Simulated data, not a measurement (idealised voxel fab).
This section sets out a process module, namely voxel transistor to metal.
Cross-sectional view cut (width: 145 nm; square cell size: 5 nm).
Cross-section = grid of square cells, listed top down in bands; band = one or more rows. Band: top and bottom heights (nm) first, top before bottom; then materials from left to right, widths in nm. "edge to edge" marks a sole material filling the band edge to edge. "air" denotes empty space. Height 0 is the level under which the wafer as received is all one material. The lowest band goes on downwards, as in "0 down". With a width like "30..40", each row of cells in the band differs from the next by the same amount, the top row carrying the first number and the bottom row the second. Key: "no alterations made" - step with no changed cell in the cross-section. "Closed internal cavities" lists enclosed empty spaces (at least 8 cells, no open path upward to the top), each as width x height at distance from the left edge, in nm. On each step's line, the part that comes after the settings is the simulator's own comment on the step. overlay nm: where the mask lay relative to plan, measured to the right, on steps with a mask; negatives go left.

This section lists the process steps that were planned
step 1: RECEIVE with material Si
step 2: OXIDIZE with depth nm 5
step 3: CONFORMAL_DEP with material SiN, thk nm 10
step 4: PATTERN with tone cover, mask id ACTIVE, material resist, width nm 85, thk nm 15, overlay nm 0
step 5: DIRECTIONAL_ETCH with etch materials SiN, depth nm 10
step 6: DIRECTIONAL_ETCH with etch materials SiO2, depth nm 5
step 7: DIRECTIONAL_ETCH with etch materials Si, depth nm 25
step 8: STRIP with etch materials resist
step 9: FILL_DEP with material SiO2, thk nm 5
step 10: CMP with height nm 10
step 11: SELECTIVE_ETCH with etch materials SiO2, depth nm 5
step 12: STRIP with etch materials SiN
step 13: SELECTIVE_ETCH with etch materials SiO2, depth nm 5
step 14: OXIDIZE with depth nm 5
step 15: DIRECTIONAL_DEP with material polySi, thk nm 25
step 16: DIRECTIONAL_DEP with material SiCN, thk nm 15
step 17: MASKED_ETCH with tone cover, mask id GATE, width nm 15, etch materials SiCN, depth nm 25, overlay nm 0
step 18: MASKED_ETCH with tone cover, mask id GATE, width nm 15, etch materials polySi, depth nm 35, overlay nm 0
step 19: CONFORMAL_DEP with material SiO2, thk nm 5
step 20: DIRECTIONAL_ETCH with etch materials SiO2, depth nm 5
step 21: CONFORMAL_DEP with material SiN, thk nm 10
step 22: DIRECTIONAL_ETCH with etch materials SiN, depth nm 10
step 23: DIRECTIONAL_ETCH with etch materials SiO2, depth nm 5
step 24: DIRECTIONAL_ETCH with etch materials Si, depth nm 5
step 25: EPI with material SiGe, thk nm 5
step 26: FILL_DEP with material SiO2, thk nm 10
step 27: CMP with height nm 35
step 28: DIRECTIONAL_DEP with material SiO2, thk nm 15
step 29: PATTERN with tone open, mask id CONTACT, material resist, width nm 25, pitch nm 50, thk nm 15, overlay nm 0
step 30: DIRECTIONAL_ETCH with etch materials SiO2, depth nm 55
step 31: STRIP with etch materials resist
step 32: CONFORMAL_DEP with material TiN, thk nm 5
step 33: FILL_DEP with material W, thk nm 5
step 34: CMP with height nm 50
step 35: DIRECTIONAL_DEP with material TiN, thk nm 5
step 36: DIRECTIONAL_DEP with material W, thk nm 25
step 37: MASKED_ETCH with tone cover, mask id METAL_1, width nm 15, pitch nm 60, etch materials W, depth nm 25, overlay nm 0
step 38: MASKED_ETCH with tone cover, mask id METAL_1, width nm 15, pitch nm 60, etch materials TiN, depth nm 5, overlay nm 0
step 39: CONFORMAL_DEP with material SiCN, thk nm 5
step 40: FILL_DEP with material SiO2, thk nm 10
step 41: CMP with height nm 80
step 42: CONFORMAL_DEP with material SiCN, thk nm 5

Of two wafers, the first: run according to plan

Wafer at receipt (post step 1), cross-section
> 0 down = Si edge to edge
> Closed internal cavities: none

Cross-section of the wafer subsequent to step 2
> 0 to -5 = SiO2 edge to edge
> Everything under -5 stays put, no change at all.

Cross-section of the wafer subsequent to step 3
> 10 to 0 = SiN edge to edge
> Everything under 0 stays put, no change at all.

Cross-section of the wafer subsequent to step 4
> 25 to 10 = air (30), resist (85), air (30)
> Everything under 10 stays put, no change at all.

Cross-section of the wafer subsequent to step 5
> 25 to 10 = air (30), resist (85), air (30)
> 10 to 0 = air (30), SiN (85), air (30)
> Everything under 0 stays put, no change at all.

Cross-section of the wafer subsequent to step 6
> 25 to 10 = air (30), resist (85), air (30)
> 10 to 0 = air (30), SiN (85), air (30)
> 0 to -5 = air (30), SiO2 (85), air (30)
> Everything under -5 stays put, no change at all.

Cross-section of the wafer subsequent to step 7
> 25 to 10 = air (30), resist (85), air (30)
> 10 to 0 = air (30), SiN (85), air (30)
> 0 to -5 = air (30), SiO2 (85), air (30)
> -5 to -30 = air (30), Si (85), air (30)
> Everything under -30 stays put, no change at all.

Cross-section of the wafer subsequent to step 8
> 10 to 0 = air (30), SiN (85), air (30)
> Everything under 0 stays put, no change at all.

Cross-section of the wafer subsequent to step 9
> 15 to 10 = SiO2 edge to edge
> 10 to 0 = SiO2 (30), SiN (85), SiO2 (30)
> 0 to -5 = SiO2 edge to edge
> -5 to -30 = SiO2 (30), Si (85), SiO2 (30)
> Everything under -30 stays put, no change at all.

Cross-section of the wafer subsequent to step 10
> 10 to 0 = SiO2 (30), SiN (85), SiO2 (30)
> Everything under 0 stays put, no change at all.

Cross-section of the wafer subsequent to step 11
> 10 to 5 = air (30), SiN (85), air (30)
> Everything under 5 stays put, no change at all.

Cross-section of the wafer subsequent to step 12
> 5 to 0 = SiO2 (30), air (85), SiO2 (30)
> Everything under 0 stays put, no change at all.

Cross-section of the wafer subsequent to step 13
> 0 to -5 = SiO2 (25), air (95), SiO2 (25)
> Everything under -5 stays put, no change at all.

Cross-section of the wafer subsequent to step 14
> 0 to -5 = SiO2 (25), air (95), SiO2 (25)
> -5 to -10 = SiO2 edge to edge
> Everything under -10 stays put, no change at all.

Cross-section of the wafer subsequent to step 15
> 25 to 20 = polySi (25), air (95), polySi (25)
> 20 to 0 = polySi edge to edge
> 0 to -5 = SiO2 (25), polySi (95), SiO2 (25)
> Everything under -5 stays put, no change at all.

Cross-section of the wafer subsequent to step 16
> 40 to 35 = SiCN (25), air (95), SiCN (25)
> 35 to 25 = SiCN edge to edge
> 25 to 20 = polySi (25), SiCN (95), polySi (25)
> Everything under 20 stays put, no change at all.

Cross-section of the wafer subsequent to step 17
> 35 to 25 = air (65), SiCN (15), air (65)
> 25 to 20 = polySi (25), air (40), SiCN (15), air (40), polySi (25)
> Everything under 20 stays put, no change at all.

Cross-section of the wafer subsequent to step 18
> 35 to 20 = air (65), SiCN (15), air (65)
> 20 to 0 = air (65), polySi (15), air (65)
> 0 to -5 = SiO2 (25), air (40), polySi (15), air (40), SiO2 (25)
> Everything under -5 stays put, no change at all.

Cross-section of the wafer subsequent to step 19
> 40 to 35 = air (60), SiO2 (25), air (60)
> 35 to 20 = air (60), SiO2 (5), SiCN (15), SiO2 (5), air (60)
> 20 to 5 = air (60), SiO2 (5), polySi (15), SiO2 (5), air (60)
> 5 to 0 = SiO2 (30), air (30), SiO2 (5), polySi (15), SiO2 (5), air (30), SiO2 (30)
> 0 to -5 = SiO2 (65), polySi (15), SiO2 (65)
> Everything under -5 stays put, no change at all.

Cross-section of the wafer subsequent to step 20
> 35 to 20 = air (60), SiO2 (5), SiCN (15), SiO2 (5), air (60)
> 20 to 0 = air (60), SiO2 (5), polySi (15), SiO2 (5), air (60)
> 0 to -5 = SiO2 (30), air (30), SiO2 (5), polySi (15), SiO2 (5), air (30), SiO2 (30)
> Everything under -5 stays put, no change at all.

Cross-section of the wafer subsequent to step 21
> 45 to 35 = air (50), SiN (45), air (50)
> 35 to 20 = air (50), SiN (10), SiO2 (5), SiCN (15), SiO2 (5), SiN (10), air (50)
> 20 to 10 = air (50), SiN (10), SiO2 (5), polySi (15), SiO2 (5), SiN (10), air (50)
> 10 to 5 = SiN (40), air (10), SiN (10), SiO2 (5), polySi (15), SiO2 (5), SiN (10), air (10), SiN (40)
> 5 to 0 = SiN (60), SiO2 (5), polySi (15), SiO2 (5), SiN (60)
> 0 to -5 = SiO2 (30), SiN (30), SiO2 (5), polySi (15), SiO2 (5), SiN (30), SiO2 (30)
> Everything under -5 stays put, no change at all.

Cross-section of the wafer subsequent to step 22
> 35 to 20 = air (50), SiN (10), SiO2 (5), SiCN (15), SiO2 (5), SiN (10), air (50)
> 20 to 0 = air (50), SiN (10), SiO2 (5), polySi (15), SiO2 (5), SiN (10), air (50)
> 0 to -5 = SiO2 (30), SiN (10), air (10), SiN (10), SiO2 (5), polySi (15), SiO2 (5), SiN (10), air (10), SiN (10), SiO2 (30)
> Everything under -5 stays put, no change at all.

Cross-section of the wafer subsequent to step 23
> 35 to 30 = air (50), SiN (10), air (5), SiCN (15), air (5), SiN (10), air (50)
> 30 to 20 = air (50), SiN (10), SiO2 (5), SiCN (15), SiO2 (5), SiN (10), air (50)
> 20 to 0 = air (50), SiN (10), SiO2 (5), polySi (15), SiO2 (5), SiN (10), air (50)
> 0 to -5 = air (30), SiN (10), air (10), SiN (10), SiO2 (5), polySi (15), SiO2 (5), SiN (10), air (10), SiN (10), air (30)
> -5 to -10 = SiO2 (40), air (10), SiO2 (45), air (10), SiO2 (40)
> Everything under -10 stays put, no change at all.

Cross-section of the wafer subsequent to step 24
> 35 to 30 = air (50), SiN (10), air (5), SiCN (15), air (5), SiN (10), air (50)
> 30 to 20 = air (50), SiN (10), SiO2 (5), SiCN (15), SiO2 (5), SiN (10), air (50)
> 20 to 0 = air (50), SiN (10), SiO2 (5), polySi (15), SiO2 (5), SiN (10), air (50)
> 0 to -5 = air (30), SiN (10), air (10), SiN (10), SiO2 (5), polySi (15), SiO2 (5), SiN (10), air (10), SiN (10), air (30)
> -5 to -10 = SiO2 (40), air (10), SiO2 (45), air (10), SiO2 (40)
> -10 to -15 = SiO2 (30), Si (10), air (10), Si (45), air (10), Si (10), SiO2 (30)
> Everything under -15 stays put, no change at all.

Cross-section of the wafer subsequent to step 25
> 35 to 30 = air (50), SiN (10), air (5), SiCN (15), air (5), SiN (10), air (50)
> 30 to 20 = air (50), SiN (10), SiO2 (5), SiCN (15), SiO2 (5), SiN (10), air (50)
> 20 to 0 = air (50), SiN (10), SiO2 (5), polySi (15), SiO2 (5), SiN (10), air (50)
> 0 to -5 = air (30), SiN (10), air (10), SiN (10), SiO2 (5), polySi (15), SiO2 (5), SiN (10), air (10), SiN (10), air (30)
> -5 to -10 = SiO2 (40), SiGe (10), SiO2 (45), SiGe (10), SiO2 (40)
> -10 to -15 = SiO2 (30), Si (10), SiGe (10), Si (45), SiGe (10), Si (10), SiO2 (30)
> Everything under -15 stays put, no change at all.

Cross-section of the wafer subsequent to step 26
> 45 to 35 = SiO2 edge to edge
> 35 to 20 = SiO2 (50), SiN (10), SiO2 (5), SiCN (15), SiO2 (5), SiN (10), SiO2 (50)
> 20 to 0 = SiO2 (50), SiN (10), SiO2 (5), polySi (15), SiO2 (5), SiN (10), SiO2 (50)
> 0 to -5 = SiO2 (30), SiN (10), SiO2 (10), SiN (10), SiO2 (5), polySi (15), SiO2 (5), SiN (10), SiO2 (10), SiN (10), SiO2 (30)
> Everything under -5 stays put, no change at all.

Cross-section of the wafer subsequent to step 27
> 35 to 20 = SiO2 (50), SiN (10), SiO2 (5), SiCN (15), SiO2 (5), SiN (10), SiO2 (50)
> Everything under 20 stays put, no change at all.

Cross-section of the wafer subsequent to step 28
> 50 to 35 = SiO2 edge to edge
> Everything under 35 stays put, no change at all.

Cross-section of the wafer subsequent to step 29
> 65 to 50 = resist (35), air (25), resist (25), air (25), resist (35)
> Everything under 50 stays put, no change at all.

Cross-section of the wafer subsequent to step 30
> 65 to 50 = resist (35), air (25), resist (25), air (25), resist (35)
> 50 to 35 = SiO2 (35), air (25), SiO2 (25), air (25), SiO2 (35)
> 35 to 20 = SiO2 (35), air (15), SiN (10), SiO2 (5), SiCN (15), SiO2 (5), SiN (10), air (15), SiO2 (35)
> 20 to 0 = SiO2 (35), air (15), SiN (10), SiO2 (5), polySi (15), SiO2 (5), SiN (10), air (15), SiO2 (35)
> 0 to -5 = SiO2 (30), SiN (10), air (10), SiN (10), SiO2 (5), polySi (15), SiO2 (5), SiN (10), air (10), SiN (10), SiO2 (30)
> Everything under -5 stays put, no change at all.

Cross-section of the wafer subsequent to step 31
> 50 to 35 = SiO2 (35), air (25), SiO2 (25), air (25), SiO2 (35)
> Everything under 35 stays put, no change at all.

Cross-section of the wafer subsequent to step 32
> 55 to 50 = TiN (40), air (15), TiN (35), air (15), TiN (40)
> 50 to 40 = SiO2 (35), TiN (5), air (15), TiN (5), SiO2 (25), TiN (5), air (15), TiN (5), SiO2 (35)
> 40 to 35 = SiO2 (35), TiN (5), air (5), TiN (15), SiO2 (25), TiN (15), air (5), TiN (5), SiO2 (35)
> 35 to 20 = SiO2 (35), TiN (5), air (5), TiN (5), SiN (10), SiO2 (5), SiCN (15), SiO2 (5), SiN (10), TiN (5), air (5), TiN (5), SiO2 (35)
> 20 to 5 = SiO2 (35), TiN (5), air (5), TiN (5), SiN (10), SiO2 (5), polySi (15), SiO2 (5), SiN (10), TiN (5), air (5), TiN (5), SiO2 (35)
> 5 to 0 = SiO2 (35), TiN (15), SiN (10), SiO2 (5), polySi (15), SiO2 (5), SiN (10), TiN (15), SiO2 (35)
> 0 to -5 = SiO2 (30), SiN (10), TiN (10), SiN (10), SiO2 (5), polySi (15), SiO2 (5), SiN (10), TiN (10), SiN (10), SiO2 (30)
> Everything under -5 stays put, no change at all.

Cross-section of the wafer subsequent to step 33
> 60 to 55 = W edge to edge
> 55 to 50 = TiN (40), W (15), TiN (35), W (15), TiN (40)
> 50 to 40 = SiO2 (35), TiN (5), W (15), TiN (5), SiO2 (25), TiN (5), W (15), TiN (5), SiO2 (35)
> 40 to 35 = SiO2 (35), TiN (5), W (5), TiN (15), SiO2 (25), TiN (15), W (5), TiN (5), SiO2 (35)
> 35 to 20 = SiO2 (35), TiN (5), W (5), TiN (5), SiN (10), SiO2 (5), SiCN (15), SiO2 (5), SiN (10), TiN (5), W (5), TiN (5), SiO2 (35)
> 20 to 5 = SiO2 (35), TiN (5), W (5), TiN (5), SiN (10), SiO2 (5), polySi (15), SiO2 (5), SiN (10), TiN (5), W (5), TiN (5), SiO2 (35)
> Everything under 5 stays put, no change at all.

Cross-section of the wafer subsequent to step 34
> 50 to 40 = SiO2 (35), TiN (5), W (15), TiN (5), SiO2 (25), TiN (5), W (15), TiN (5), SiO2 (35)
> Everything under 40 stays put, no change at all.

Cross-section of the wafer subsequent to step 35
> 55 to 50 = TiN edge to edge
> Everything under 50 stays put, no change at all.

Cross-section of the wafer subsequent to step 36
> 80 to 55 = W edge to edge
> Everything under 55 stays put, no change at all.

Cross-section of the wafer subsequent to step 37
> 80 to 55 = air (35), W (15), air (45), W (15), air (35)
> Everything under 55 stays put, no change at all.

Cross-section of the wafer subsequent to step 38
> 80 to 55 = air (35), W (15), air (45), W (15), air (35)
> 55 to 50 = air (35), TiN (15), air (45), TiN (15), air (35)
> Everything under 50 stays put, no change at all.

Cross-section of the wafer subsequent to step 39
> 85 to 80 = air (30), SiCN (25), air (35), SiCN (25), air (30)
> 80 to 55 = air (30), SiCN (5), W (15), SiCN (5), air (35), SiCN (5), W (15), SiCN (5), air (30)
> 55 to 50 = SiCN (35), TiN (15), SiCN (45), TiN (15), SiCN (35)
> Everything under 50 stays put, no change at all.

Cross-section of the wafer subsequent to step 40
> 95 to 85 = SiO2 edge to edge
> 85 to 80 = SiO2 (30), SiCN (25), SiO2 (35), SiCN (25), SiO2 (30)
> 80 to 55 = SiO2 (30), SiCN (5), W (15), SiCN (5), SiO2 (35), SiCN (5), W (15), SiCN (5), SiO2 (30)
> Everything under 55 stays put, no change at all.

Cross-section of the wafer subsequent to step 41
> 80 to 55 = SiO2 (30), SiCN (5), W (15), SiCN (5), SiO2 (35), SiCN (5), W (15), SiCN (5), SiO2 (30)
> Everything under 55 stays put, no change at all.

Cross-section of the wafer subsequent to step 42
> 85 to 80 = SiCN edge to edge
> Everything under 80 stays put, no change at all.

Wafer two of the pair: same origin, same plan, one error during the run; identical to wafer one up to and including step 11

Second wafer cross-section, taken as of the time the plan sets for step 12 to be done
> 10 to 0 = air (30), SiN (85), air (30)
> Everything under 0 stays put, no change at all.

Second wafer cross-section, taken as of the time the plan sets for step 13 to be done
> 0 to -5 = SiO2 edge to edge
> Everything under -5 stays put, no change at all.

Second wafer cross-section, taken as of the time the plan sets for step 14 to be done: no alterations made

Second wafer cross-section, taken as of the time the plan sets for step 15 to be done
> 25 to 0 = polySi edge to edge
> Everything under 0 stays put, no change at all.

Second wafer cross-section, taken as of the time the plan sets for step 16 to be done
> 40 to 25 = SiCN edge to edge
> Everything under 25 stays put, no change at all.

Second wafer cross-section, taken as of the time the plan sets for step 17 to be done
> 40 to 25 = air (65), SiCN (15), air (65)
> Everything under 25 stays put, no change at all.

Second wafer cross-section, taken as of the time the plan sets for step 18 to be done
> 40 to 25 = air (65), SiCN (15), air (65)
> 25 to 0 = air (65), polySi (15), air (65)
> Everything under 0 stays put, no change at all.

Second wafer cross-section, taken as of the time the plan sets for step 19 to be done
> 45 to 40 = air (60), SiO2 (25), air (60)
> 40 to 25 = air (60), SiO2 (5), SiCN (15), SiO2 (5), air (60)
> 25 to 5 = air (60), SiO2 (5), polySi (15), SiO2 (5), air (60)
> 5 to 0 = SiO2 (65), polySi (15), SiO2 (65)
> Everything under 0 stays put, no change at all.

Second wafer cross-section, taken as of the time the plan sets for step 20 to be done
> 40 to 25 = air (60), SiO2 (5), SiCN (15), SiO2 (5), air (60)
> 25 to 0 = air (60), SiO2 (5), polySi (15), SiO2 (5), air (60)
> Everything under 0 stays put, no change at all.

Second wafer cross-section, taken as of the time the plan sets for step 21 to be done
> 50 to 40 = air (50), SiN (45), air (50)
> 40 to 25 = air (50), SiN (10), SiO2 (5), SiCN (15), SiO2 (5), SiN (10), air (50)
> 25 to 10 = air (50), SiN (10), SiO2 (5), polySi (15), SiO2 (5), SiN (10), air (50)
> 10 to 0 = SiN (60), SiO2 (5), polySi (15), SiO2 (5), SiN (60)
> Everything under 0 stays put, no change at all.

Second wafer cross-section, taken as of the time the plan sets for step 22 to be done
> 40 to 25 = air (50), SiN (10), SiO2 (5), SiCN (15), SiO2 (5), SiN (10), air (50)
> 25 to 0 = air (50), SiN (10), SiO2 (5), polySi (15), SiO2 (5), SiN (10), air (50)
> Everything under 0 stays put, no change at all.

Second wafer cross-section, taken as of the time the plan sets for step 23 to be done
> 40 to 35 = air (50), SiN (10), air (5), SiCN (15), air (5), SiN (10), air (50)
> 35 to 25 = air (50), SiN (10), SiO2 (5), SiCN (15), SiO2 (5), SiN (10), air (50)
> 25 to 0 = air (50), SiN (10), SiO2 (5), polySi (15), SiO2 (5), SiN (10), air (50)
> 0 to -5 = air (50), SiO2 (45), air (50)
> Everything under -5 stays put, no change at all.

Second wafer cross-section, taken as of the time the plan sets for step 24 to be done
> 40 to 35 = air (50), SiN (10), air (5), SiCN (15), air (5), SiN (10), air (50)
> 35 to 25 = air (50), SiN (10), SiO2 (5), SiCN (15), SiO2 (5), SiN (10), air (50)
> 25 to 0 = air (50), SiN (10), SiO2 (5), polySi (15), SiO2 (5), SiN (10), air (50)
> 0 to -5 = air (50), SiO2 (45), air (50)
> -5 to -10 = SiO2 (30), air (20), Si (45), air (20), SiO2 (30)
> Everything under -10 stays put, no change at all.

Second wafer cross-section, taken as of the time the plan sets for step 25 to be done
> 40 to 35 = air (50), SiN (10), air (5), SiCN (15), air (5), SiN (10), air (50)
> 35 to 25 = air (50), SiN (10), SiO2 (5), SiCN (15), SiO2 (5), SiN (10), air (50)
> 25 to 0 = air (50), SiN (10), SiO2 (5), polySi (15), SiO2 (5), SiN (10), air (50)
> 0 to -5 = air (45), SiGe (5), SiO2 (45), SiGe (5), air (45)
> -5 to -10 = SiO2 (30), SiGe (20), Si (45), SiGe (20), SiO2 (30)
> Everything under -10 stays put, no change at all.

Second wafer cross-section, taken as of the time the plan sets for step 26 to be done
> 50 to 40 = SiO2 edge to edge
> 40 to 25 = SiO2 (50), SiN (10), SiO2 (5), SiCN (15), SiO2 (5), SiN (10), SiO2 (50)
> 25 to 0 = SiO2 (50), SiN (10), SiO2 (5), polySi (15), SiO2 (5), SiN (10), SiO2 (50)
> 0 to -5 = SiO2 (45), SiGe (5), SiO2 (45), SiGe (5), SiO2 (45)
> Everything under -5 stays put, no change at all.

Second wafer cross-section, taken as of the time the plan sets for step 27 to be done
> 35 to 25 = SiO2 (50), SiN (10), SiO2 (5), SiCN (15), SiO2 (5), SiN (10), SiO2 (50)
> Everything under 25 stays put, no change at all.

Second wafer cross-section, taken as of the time the plan sets for step 28 to be done
> 50 to 35 = SiO2 edge to edge
> Everything under 35 stays put, no change at all.

Second wafer cross-section, taken as of the time the plan sets for step 29 to be done
> 65 to 50 = resist (35), air (25), resist (25), air (25), resist (35)
> Everything under 50 stays put, no change at all.

Second wafer cross-section, taken as of the time the plan sets for step 30 to be done
> 65 to 50 = resist (35), air (25), resist (25), air (25), resist (35)
> 50 to 35 = SiO2 (35), air (25), SiO2 (25), air (25), SiO2 (35)
> 35 to 25 = SiO2 (35), air (15), SiN (10), SiO2 (5), SiCN (15), SiO2 (5), SiN (10), air (15), SiO2 (35)
> 25 to 0 = SiO2 (35), air (15), SiN (10), SiO2 (5), polySi (15), SiO2 (5), SiN (10), air (15), SiO2 (35)
> 0 to -5 = SiO2 (35), air (10), SiGe (5), SiO2 (45), SiGe (5), air (10), SiO2 (35)
> Everything under -5 stays put, no change at all.

Second wafer cross-section, taken as of the time the plan sets for step 31 to be done
> 50 to 35 = SiO2 (35), air (25), SiO2 (25), air (25), SiO2 (35)
> Everything under 35 stays put, no change at all.

Second wafer cross-section, taken as of the time the plan sets for step 32 to be done
> 55 to 50 = TiN (40), air (15), TiN (35), air (15), TiN (40)
> 50 to 40 = SiO2 (35), TiN (5), air (15), TiN (5), SiO2 (25), TiN (5), air (15), TiN (5), SiO2 (35)
> 40 to 35 = SiO2 (35), TiN (5), air (5), TiN (15), SiO2 (25), TiN (15), air (5), TiN (5), SiO2 (35)
> 35 to 25 = SiO2 (35), TiN (5), air (5), TiN (5), SiN (10), SiO2 (5), SiCN (15), SiO2 (5), SiN (10), TiN (5), air (5), TiN (5), SiO2 (35)
> 25 to 5 = SiO2 (35), TiN (5), air (5), TiN (5), SiN (10), SiO2 (5), polySi (15), SiO2 (5), SiN (10), TiN (5), air (5), TiN (5), SiO2 (35)
> 5 to 0 = SiO2 (35), TiN (15), SiN (10), SiO2 (5), polySi (15), SiO2 (5), SiN (10), TiN (15), SiO2 (35)
> 0 to -5 = SiO2 (35), TiN (10), SiGe (5), SiO2 (45), SiGe (5), TiN (10), SiO2 (35)
> Everything under -5 stays put, no change at all.

Second wafer cross-section, taken as of the time the plan sets for step 33 to be done
> 60 to 55 = W edge to edge
> 55 to 50 = TiN (40), W (15), TiN (35), W (15), TiN (40)
> 50 to 40 = SiO2 (35), TiN (5), W (15), TiN (5), SiO2 (25), TiN (5), W (15), TiN (5), SiO2 (35)
> 40 to 35 = SiO2 (35), TiN (5), W (5), TiN (15), SiO2 (25), TiN (15), W (5), TiN (5), SiO2 (35)
> 35 to 25 = SiO2 (35), TiN (5), W (5), TiN (5), SiN (10), SiO2 (5), SiCN (15), SiO2 (5), SiN (10), TiN (5), W (5), TiN (5), SiO2 (35)
> 25 to 5 = SiO2 (35), TiN (5), W (5), TiN (5), SiN (10), SiO2 (5), polySi (15), SiO2 (5), SiN (10), TiN (5), W (5), TiN (5), SiO2 (35)
> Everything under 5 stays put, no change at all.

Second wafer cross-section, taken as of the time the plan sets for step 34 to be done
> 50 to 40 = SiO2 (35), TiN (5), W (15), TiN (5), SiO2 (25), TiN (5), W (15), TiN (5), SiO2 (35)
> Everything under 40 stays put, no change at all.

Second wafer cross-section, taken as of the time the plan sets for step 35 to be done
> 55 to 50 = TiN edge to edge
> Everything under 50 stays put, no change at all.

Second wafer cross-section, taken as of the time the plan sets for step 36 to be done
> 80 to 55 = W edge to edge
> Everything under 55 stays put, no change at all.

Second wafer cross-section, taken as of the time the plan sets for step 37 to be done
> 80 to 55 = air (35), W (15), air (45), W (15), air (35)
> Everything under 55 stays put, no change at all.

Second wafer cross-section, taken as of the time the plan sets for step 38 to be done
> 80 to 55 = air (35), W (15), air (45), W (15), air (35)
> 55 to 50 = air (35), TiN (15), air (45), TiN (15), air (35)
> Everything under 50 stays put, no change at all.

Second wafer cross-section, taken as of the time the plan sets for step 39 to be done
> 85 to 80 = air (30), SiCN (25), air (35), SiCN (25), air (30)
> 80 to 55 = air (30), SiCN (5), W (15), SiCN (5), air (35), SiCN (5), W (15), SiCN (5), air (30)
> 55 to 50 = SiCN (35), TiN (15), SiCN (45), TiN (15), SiCN (35)
> Everything under 50 stays put, no change at all.

Second wafer cross-section, taken as of the time the plan sets for step 40 to be done
> 95 to 85 = SiO2 edge to edge
> 85 to 80 = SiO2 (30), SiCN (25), SiO2 (35), SiCN (25), SiO2 (30)
> 80 to 55 = SiO2 (30), SiCN (5), W (15), SiCN (5), SiO2 (35), SiCN (5), W (15), SiCN (5), SiO2 (30)
> Everything under 55 stays put, no change at all.

Second wafer cross-section, taken as of the time the plan sets for step 41 to be done
> 80 to 55 = SiO2 (30), SiCN (5), W (15), SiCN (5), SiO2 (35), SiCN (5), W (15), SiCN (5), SiO2 (30)
> Everything under 55 stays put, no change at all.

Second wafer cross-section, taken as of the time the plan sets for step 42 to be done
> 85 to 80 = SiCN edge to edge
> Everything under 80 stays put, no change at all.
Want to know what went wrong? the executed order of steps 12 and 13 is the reverse of that specified in the plan, each step having taken the other's position
at the end the second wafer has, in cells: Si +13; SiCN -3; SiGe +2; SiN -8; SiO2 -4
